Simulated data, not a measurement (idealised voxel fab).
Process module, titled voxel transistor to metal
Section cut is 260 nm wide and gridded with 5 nm square cells.
When this document writes out a cross-section, it uses a grid of square cells and lists it as bands, beginning at the top and moving down, with a band standing for one or more rows of cells.
Heights first: top, then bottom, in nm. Then materials, left to right, each with a width in nm. "all across" on a single material: fills the band edge to edge. "blank": empty space.
Heights are expressed relative to 0, this being the level below which the as-received wafer comprises one material exclusively. The lowest band is unbounded in the downward direction and is denoted as in "from 0 down".
Width spec "30->40" -> top row of cells at first value, bottom row at second value, equal per-row change in between.
Any step labelled "left unchanged" changed none of the cells in the cross-section.
Heads up: "Closed internal voids" only lists the empty pockets with no open path to the top that are 8 cells or more, and it writes them as width x height at distance, distance from the left edge, in nm.
Text after the settings on a step's line: the simulator's own remark on that step.
overlay nm: for a step with a mask, the amount by which the mask lay right of where it was planned; a negative amount means left of it.
### This section lists the process steps that were planned
1) RECEIVE (material Si)
2) CONFORMAL_DEP (material SiO2; thk nm 5)
3) CONFORMAL_DEP (material SiN; thk nm 15)
4) DIRECTIONAL_DEP (material aC; thk nm 15)
5) PATTERN (tone cover; mask id ACTIVE; material resist; width nm 100; pitch nm 130; thk nm 30; overlay nm 0)
6) DIRECTIONAL_ETCH (etch materials aC; depth nm 15)
7) STRIP (etch materials resist)
8) DIRECTIONAL_ETCH (etch materials SiN; depth nm 15)
9) DIRECTIONAL_ETCH (etch materials SiO2; depth nm 5)
10) DIRECTIONAL_ETCH (etch materials Si; depth nm 25)
11) STRIP (etch materials aC)
12) FILL_DEP (material SiO2; thk nm 15)
13) CMP (height nm 20)
14) SELECTIVE_ETCH (etch materials SiO2; depth nm 15)
15) STRIP (etch materials SiN)
16) SELECTIVE_ETCH (etch materials SiO2; depth nm 5)
17) OXIDIZE (depth nm 5)
18) DIRECTIONAL_DEP (material polySi; thk nm 20)
19) DIRECTIONAL_DEP (material SiCN; thk nm 15)
20) PATTERN (tone cover; mask id GATE; material resist; width nm 20; pitch nm 130; thk nm 20; overlay nm 0)
21) DIRECTIONAL_ETCH (etch materials SiCN; depth nm 25)
22) DIRECTIONAL_ETCH (etch materials polySi; depth nm 30)
23) STRIP (etch materials resist)
24) CONFORMAL_DEP (material SiO2; thk nm 5)
25) DIRECTIONAL_ETCH (etch materials SiO2; depth nm 5)
26) CONFORMAL_DEP (material SiN; thk nm 10)
27) DIRECTIONAL_ETCH (etch materials SiN; depth nm 10)
28) DIRECTIONAL_ETCH (etch materials SiO2; depth nm 5)
29) DIRECTIONAL_ETCH (etch materials Si; depth nm 10)
30) EPI (material SiGe; thk nm 15)
31) FILL_DEP (material SiO2; thk nm 5)
32) CMP (height nm 35)
33) DIRECTIONAL_DEP (material SiO2; thk nm 10)
34) DIRECTIONAL_DEP (material aC; thk nm 15)
35) PATTERN (tone open; mask id CONTACT; material resist; width nm 15; pitch nm 65; thk nm 35; overlay nm 0)
36) DIRECTIONAL_ETCH (etch materials aC; depth nm 15)
37) STRIP (etch materials resist)
38) DIRECTIONAL_ETCH (etch materials SiO2; depth nm 35)
39) STRIP (etch materials aC)
40) CONFORMAL_DEP (material TiN; thk nm 5)
41) FILL_DEP (material W; thk nm 5)
42) CMP (height nm 45)
43) DIRECTIONAL_DEP (material TiN; thk nm 5)
44) DIRECTIONAL_DEP (material W; thk nm 15)
45) DIRECTIONAL_DEP (material aC; thk nm 10)
46) PATTERN (tone cover; mask id METAL_1; material resist; width nm 15; pitch nm 65; thk nm 25; overlay nm 0)
47) DIRECTIONAL_ETCH (etch materials aC; depth nm 10)
48) STRIP (etch materials resist)
49) DIRECTIONAL_ETCH (etch materials W; depth nm 15)
50) DIRECTIONAL_ETCH (etch materials TiN; depth nm 5)
51) STRIP (etch materials aC)
52) CONFORMAL_DEP (material SiCN; thk nm 5)
53) FILL_DEP (material lowk; thk nm 5)
54) CMP (height nm 65)
55) CONFORMAL_DEP (material SiCN; thk nm 5)
56) DIRECTIONAL_DEP (material lowk; thk nm 35)
57) DIRECTIONAL_DEP (material aC; thk nm 10)
58) PATTERN (tone open; mask id METAL_2; material resist; width nm 15; pitch nm 130; thk nm 25; overlay nm 0)
59) DIRECTIONAL_ETCH (etch materials aC; depth nm 10)
60) STRIP (etch materials resist)
61) DIRECTIONAL_ETCH (etch materials lowk; depth nm 20)
62) STRIP (etch materials aC)
63) MASKED_ETCH (tone open; mask id METAL_2_HOLES; width nm 15; pitch nm 130; etch materials lowk; depth nm 15; overlay nm 0)
64) MASKED_ETCH (tone open; mask id METAL_2_HOLES; width nm 15; pitch nm 130; etch materials SiCN; depth nm 5; overlay nm 0)
65) CONFORMAL_DEP (material TiN; thk nm 5)
66) FILL_DEP (material Cu; thk nm 5)
67) CMP (height nm 105)
68) CONFORMAL_DEP (material SiN; thk nm 5)
### as received, after step 1
  from 0 down  Si all across
  Closed internal voids: none
### The module was run from the start shown above using the plan shown above, but one mistake was made doing it; the resulting wafer cross-section is below
  from 110 to 105  SiN all across
  from 105 to 70  lowk=25, then TiN=5, then Cu=5, then TiN=5, then lowk=115, then TiN=5, then Cu=5, then TiN=5, then lowk=90
  from 70 to 65  SiCN=25, then TiN=15, then SiCN=115, then TiN=15, then SiCN=90
  from 65 to 50  lowk=25, then SiCN=5, then W=15, then SiCN=5, then lowk=40, then SiCN=5, then W=15, then SiCN=5, then lowk=40, then SiCN=5, then W=15, then SiCN=5, then lowk=40, then SiCN=5, then W=15, then SiCN=5, then lowk=15
  from 50 to 45  SiCN=30, then TiN=15, then SiCN=50, then TiN=15, then SiCN=50, then TiN=15, then SiCN=50, then TiN=15, then SiCN=20
  from 45 to 35  SiO2=25, then TiN=5, then W=5, then TiN=5, then SiO2=50, then TiN=5, then W=5, then TiN=5, then SiO2=50, then TiN=5, then W=5, then TiN=5, then SiO2=50, then TiN=5, then W=5, then TiN=5, then SiO2=25
  from 35 to 20  SiO2=25, then TiN=5, then W=5, then TiN=5, then SiN=10, then SiO2=5, then SiCN=20, then SiO2=5, then SiN=10, then TiN=5, then W=5, then TiN=5, then SiO2=50, then TiN=5, then W=5, then TiN=5, then SiN=10, then SiO2=5, then SiCN=20, then SiO2=5, then SiN=10, then TiN=5, then W=5, then TiN=5, then SiO2=25
  from 20 to 15  SiO2=25, then TiN=5, then W=5, then TiN=5, then SiN=10, then SiO2=5, then polySi=20, then SiO2=5, then SiN=10, then TiN=5, then W=5, then TiN=5, then SiO2=50, then TiN=5, then W=5, then TiN=5, then SiN=10, then SiO2=5, then polySi=20, then SiO2=5, then SiN=10, then TiN=5, then W=5, then TiN=5, then SiO2=25
  from 15 to 10  SiO2=25, then TiN=15, then SiN=10, then SiO2=5, then polySi=20, then SiO2=5, then SiN=10, then TiN=15, then SiO2=50, then TiN=15, then SiN=10, then SiO2=5, then polySi=20, then SiO2=5, then SiN=10, then TiN=15, then SiO2=25
  from 10 to 0  SiO2=25, then SiGe=15, then SiN=10, then SiO2=5, then polySi=20, then SiO2=5, then SiN=10, then SiGe=15, then SiO2=50, then SiGe=15, then SiN=10, then SiO2=5, then polySi=20, then SiO2=5, then SiN=10, then SiGe=15, then SiO2=25
  from 0 to -5  SiO2=10, then SiGe=30, then SiO2=50, then SiGe=30, then SiO2=20, then SiGe=30, then SiO2=50, then SiGe=30, then SiO2=10
  from -5 to -15  SiO2=15, then SiGe=25, then Si=50, then SiGe=25, then SiO2=30, then SiGe=25, then Si=50, then SiGe=25, then SiO2=15
  from -15 to -25  SiO2=15, then Si=100, then SiO2=30, then Si=100, then SiO2=15
  from -25 down  Si all across
  Closed internal voids: none
What was the processing mistake? off-plan run, step 46, actual operation and settings PATTERN (tone cover; mask id METAL_1; material resist; width nm 15; pitch nm 65; thk nm 25; overlay nm 5)
